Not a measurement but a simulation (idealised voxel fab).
The process module that follows is named voxel transistor to metal.
Xsec cut, 185 nm wide, square cell size 5 nm.
Square cells in a grid make up a cross-section in this document, and the grid is given as bands, listed from the top down, each one or more rows of cells.
Look at the band entry: it leads with the top's height and the bottom's height in nm. Then it lists the materials left to right, with a width in nm for each. The word "everywhere" on a single material says that material fills the band edge to edge. The word "blank" is empty space.
The level at which height equals 0 is the one under which the wafer, as it arrives, is entirely one material. No lower edge exists for the bottom band, which continues downward and is notated as in "from 0 down".
When a width is written as two numbers, as in "30 to 40", the first number is the width in the top row of cells of the band and the second is the width in its bottom row, and the width changes by the same amount from each row to the next.
You'll sometimes find "no change" written for a step, and that's the way of saying that nowhere in the cross-section did a cell change during that step.
Look at "Closed voids list" for the closed voids: empty spaces with no open path to the top, sized 8 cells or up. Each is width x height at distance, distance from the left edge, all nm.
On a step's line, text after the settings is the simulator commenting on that step.
Each step line may optionally specify "overlay nm", which for a step with a mask gives the rightward distance between the mask's planned place and where it lay, a negative value indicating the leftward direction.

Process steps (planned)
1. RECEIVE with material Si
2. CONFORMAL_DEP with material SiO2, thk nm 5
3. CONFORMAL_DEP with material SiN, thk nm 15
4. DIRECTIONAL_DEP with material aC, thk nm 15
5. PATTERN with tone cover, mask id ACTIVE, material resist, width nm 95, thk nm 30, overlay nm 0
6. DIRECTIONAL_ETCH with etch materials aC, depth nm 15
7. STRIP with etch materials resist
8. DIRECTIONAL_ETCH with etch materials SiN, depth nm 15
9. DIRECTIONAL_ETCH with etch materials SiO2, depth nm 5
10. DIRECTIONAL_ETCH with etch materials Si, depth nm 35
11. STRIP with etch materials aC
12. OXIDIZE with depth nm 5
13. FILL_DEP with material SiO2, thk nm 10
14. CMP with height nm 20
15. SELECTIVE_ETCH with etch materials SiO2, depth nm 15
16. STRIP with etch materials SiN
17. SELECTIVE_ETCH with etch materials SiO2, depth nm 5
18. OXIDIZE with depth nm 5
19. DIRECTIONAL_DEP with material polySi, thk nm 20
20. DIRECTIONAL_DEP with material SiCN, thk nm 10
21. MASKED_ETCH with tone cover, mask id GATE, width nm 25, etch materials SiCN, depth nm 20, overlay nm 0
22. MASKED_ETCH with tone cover, mask id GATE, width nm 25, etch materials polySi, depth nm 30, overlay nm 0
23. CONFORMAL_DEP with material SiN, thk nm 5
24. DIRECTIONAL_ETCH with etch materials SiN, depth nm 5
25. DIRECTIONAL_ETCH with etch materials SiO2, depth nm 5
26. DIRECTIONAL_ETCH with etch materials Si, depth nm 10
27. EPI with material SiGe, thk nm 10
28. FILL_DEP with material SiO2, thk nm 10
29. CMP with height nm 20
30. STRIP with etch materials polySi
31. SELECTIVE_ETCH with etch materials SiO2, depth nm 5
32. CONFORMAL_DEP with material HfO2, thk nm 5
33. CONFORMAL_DEP with material TiN, thk nm 5
34. FILL_DEP with material W, thk nm 10
35. CMP with height nm 15
36. DIRECTIONAL_DEP with material SiO2, thk nm 15
37. DIRECTIONAL_DEP with material aC, thk nm 15
38. PATTERN with tone open, mask id CONTACT, material resist, width nm 15, pitch nm 70, thk nm 35, overlay nm 0
39. DIRECTIONAL_ETCH with etch materials aC, depth nm 15
40. STRIP with etch materials resist
41. DIRECTIONAL_ETCH with etch materials SiO2, depth nm 35
42. STRIP with etch materials aC
43. CONFORMAL_DEP with material TiN, thk nm 5
44. FILL_DEP with material W, thk nm 10
45. CMP with height nm 30
46. DIRECTIONAL_DEP with material TiN, thk nm 5
47. DIRECTIONAL_DEP with material W, thk nm 25
48. MASKED_ETCH with tone cover, mask id METAL_1, width nm 15, pitch nm 70, etch materials W, depth nm 25, overlay nm 0
49. MASKED_ETCH with tone cover, mask id METAL_1, width nm 15, pitch nm 70, etch materials TiN, depth nm 5, overlay nm 0
50. CONFORMAL_DEP with material SiN, thk nm 5
51. FILL_DEP with material SiO2, thk nm 10
52. CMP with height nm 60
53. CONFORMAL_DEP with material SiCN, thk nm 5

Cross-section of the incoming wafer, state after step 1
    from 0 down  Si everywhere
    Closed voids list: none

End state of the module in cross-section, given the above starting point and plan and one mistake in execution
    from 65 to 60  SiCN everywhere
    from 60 to 35  45 of SiO2 | 5 of SiN | 15 of W | 5 of SiN | 45 of SiO2 | 5 of SiN | 15 of W | 5 of SiN | 45 of SiO2
    from 35 to 30  50 of SiN | 15 of TiN | 55 of SiN | 15 of TiN | 50 of SiN
    from 30 to 15  50 of SiO2 | 5 of TiN | 5 of W | 5 of TiN | 55 of SiO2 | 5 of TiN | 5 of W | 5 of TiN | 50 of SiO2
    from 15 to 5  50 of SiO2 | 5 of TiN | 5 of W | 5 of TiN | 10 of SiO2 | 5 of SiN | 5 of HfO2 | 5 of TiN | 5 of W | 5 of TiN | 5 of HfO2 | 5 of SiN | 10 of SiO2 | 5 of TiN | 5 of W | 5 of TiN | 50 of SiO2
    from 5 to 0  50 of SiO2 | 5 of TiN | 5 of W | 5 of TiN | 10 of SiGe | 5 of SiN | 5 of HfO2 | 15 of TiN | 5 of HfO2 | 5 of SiN | 10 of SiGe | 5 of TiN | 5 of W | 5 of TiN | 50 of SiO2
    from 0 to -5  25 of SiO2 | 5 of SiN | 15 of SiO2 | 5 of SiN | 15 of TiN | 10 of SiGe | 35 of HfO2 | 10 of SiGe | 15 of TiN | 5 of SiN | 15 of SiO2 | 5 of SiN | 25 of SiO2
    from -5 to -15  25 of SiO2 | 5 of SiN | 15 of SiO2 | 5 of SiN | 5 of SiO2 | 20 of SiGe | 35 of Si | 20 of SiGe | 5 of SiO2 | 5 of SiN | 15 of SiO2 | 5 of SiN | 25 of SiO2
    from -15 to -20  55 of SiO2 | 75 of Si | 55 of SiO2
    from -20 to -40  50 of SiO2 | 85 of Si | 50 of SiO2
    from -40 down  Si everywhere
    Closed voids list: none
what went wrong: plan vs actual: 15 and 16 interchanged
